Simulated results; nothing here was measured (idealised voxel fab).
process module | voxel double patterning
cross-section cut | 300 nm wide | cells 5 nm
A cross-section is a grid of square cells, given in bands from the top down. A band is one or more rows of cells.
Each band's line starts with the height of the band's top and of its bottom, in nm. Then come its materials from left to right, each with its width in nm. One material with "throughout" fills the band from edge to edge. "air" is empty space.
Height 0 is the level under which the wafer as received is all one material. The lowest band goes on downwards, as in "0 down".
A width such as "30 to 40" changes by the same amount from each row of cells to the next, from the band's top row to its bottom row.
"no change" after a step means that no cell of the cross-section changed.
closed voids: empty space of 8 cells or more with no open way to the top, each as width x height at its distance from the left edge, in nm
after a step's settings: what the simulator itself notes on the step
overlay nm, on a step with a mask: how far to the right of its planned place the mask lay; to the left if negative
plan
1 op RECEIVE | material Si
2 op CONFORMAL_DEP | material SiN | thk nm 5
3 op DIRECTIONAL_DEP | material SiO2 | thk nm 20
4 op DIRECTIONAL_DEP | material SiCN | thk nm 10
5 op DIRECTIONAL_DEP | material aC | thk nm 10
6 op PATTERN | tone open | mask id FIRST | material resist | width nm 15 | pitch nm 50 | thk nm 25 | overlay nm 0
7 op DIRECTIONAL_ETCH | etch materials aC | depth nm 10
8 op STRIP | etch materials resist
9 op DIRECTIONAL_ETCH | etch materials SiCN | depth nm 10
10 op STRIP | etch materials aC
11 op DIRECTIONAL_DEP | material aC | thk nm 10
12 op PATTERN | tone open | mask id SECOND | material resist | width nm 15 | pitch nm 50 | thk nm 30 | overlay nm 0
13 op DIRECTIONAL_ETCH | etch materials aC | depth nm 10
14 op STRIP | etch materials resist
15 op DIRECTIONAL_ETCH | etch materials SiCN | depth nm 10
16 op STRIP | etch materials aC
17 op DIRECTIONAL_ETCH | etch materials SiO2 | depth nm 20
18 op STRIP | etch materials SiCN
as received, after step 1
  0 down: Si throughout
  closed voids: none
first wafer at the end, as planned
  25 to 5: SiO2 90 | air 15 | SiO2 10 | air 15 | SiO2 10 | air 15 | SiO2 10 | air 15 | SiO2 10 | air 15 | SiO2 95
  5 to 0: SiN throughout
  0 down: Si throughout
  closed voids: none
second wafer at the end: like start, like plan, one mistake
  45 to 25: SiO2 90 | air 15 | SiO2 10 | air 15 | SiO2 10 | air 15 | SiO2 10 | air 15 | SiO2 10 | air 15 | SiO2 95
  25 to 5: SiO2 throughout
  5 to 0: SiN throughout
  0 down: Si throughout
  closed voids: none
what went wrong: step 3 was run twice
at the end the second wafer has, in cells: 240 more of SiO2
